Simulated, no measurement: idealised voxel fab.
Documented hereafter: the process module known as voxel double patterning.
Xsec cut, 180 nm wide, square cell size 5 nm.
Notation: cross-section as square-cell grid; stated in bands, top first, going down; one or more cell rows per band. Look at the band entry: it leads with the top's height and the bottom's height in nm. Then it lists the materials left to right, with a width in nm for each. The word "edge to edge" on a single material says that material fills the band edge to edge. The word "air" is empty space. Ref level 0: as-received wafer is one material below here. Bottom band extends down with no lower bound ("0 and below"). When a width is written as two numbers, as in "30..40", the first number is the width in the top row of cells of the band and the second is the width in its bottom row, and the width changes by the same amount from each row to the next. "stayed the same" means the step left every cell of the cross-section as it was. The entry "Enclosed void entries" lists the empty spaces that cover at least 8 cells and have no open path to the top. Each is written as width x height at distance, where the distance is measured from the left edge and all three values are in nm. On a step's line, text after the settings is the simulator commenting on that step. "overlay nm", when on a step's line for a step with a mask, measures how far to the right of its planned place the mask lay; a negative measure means to the left.
# Process steps foreseen in the plan
1,RECEIVE with material Si
2,CONFORMAL_DEP with material SiO2, thk nm 10
3,DIRECTIONAL_DEP with material polySi, thk nm 10
4,DIRECTIONAL_DEP with material SiCN, thk nm 5
5,MASKED_ETCH with tone open, mask id FIRST, width nm 15, pitch nm 50, etch materials SiCN, depth nm 5, overlay nm 0
6,MASKED_ETCH with tone open, mask id SECOND, width nm 15, etch materials SiCN, depth nm 5, overlay nm 0
7,DIRECTIONAL_ETCH with etch materials polySi, depth nm 10
8,STRIP with etch materials SiCN
# This is the cross-section of the wafer as we received it, i.e. after step 1
	0 and below = Si edge to edge
	Enclosed void entries: none
# End-of-module XS, first of two wafers, run as planned
	20 down to 10 = polySi (55), then air (15), then polySi (10), then air (15), then polySi (10), then air (15), then polySi (60)
	10 down to 0 = SiO2 edge to edge
	0 and below = Si edge to edge
	Enclosed void entries: none
# Cross-section of the latter of the two wafers at module completion. It had an identical start and an identical plan to the former; in running it, one mistake was made
	25 down to 20 = SiCN (55), then air (15), then SiCN (10), then air (15), then SiCN (10), then air (15), then SiCN (60)
	20 down to 10 = polySi (55), then air (15), then polySi (10), then air (15), then polySi (10), then air (15), then polySi (60)
	10 down to 0 = SiO2 edge to edge
	0 and below = Si edge to edge
	Enclosed void entries: none
Short version of what went wrong: execution of step 8 of the plan did not take place, the step having been omitted
In the final state, the cell counts of the second wafer exceed or fall short of those of the first for the following materials: SiCN +27
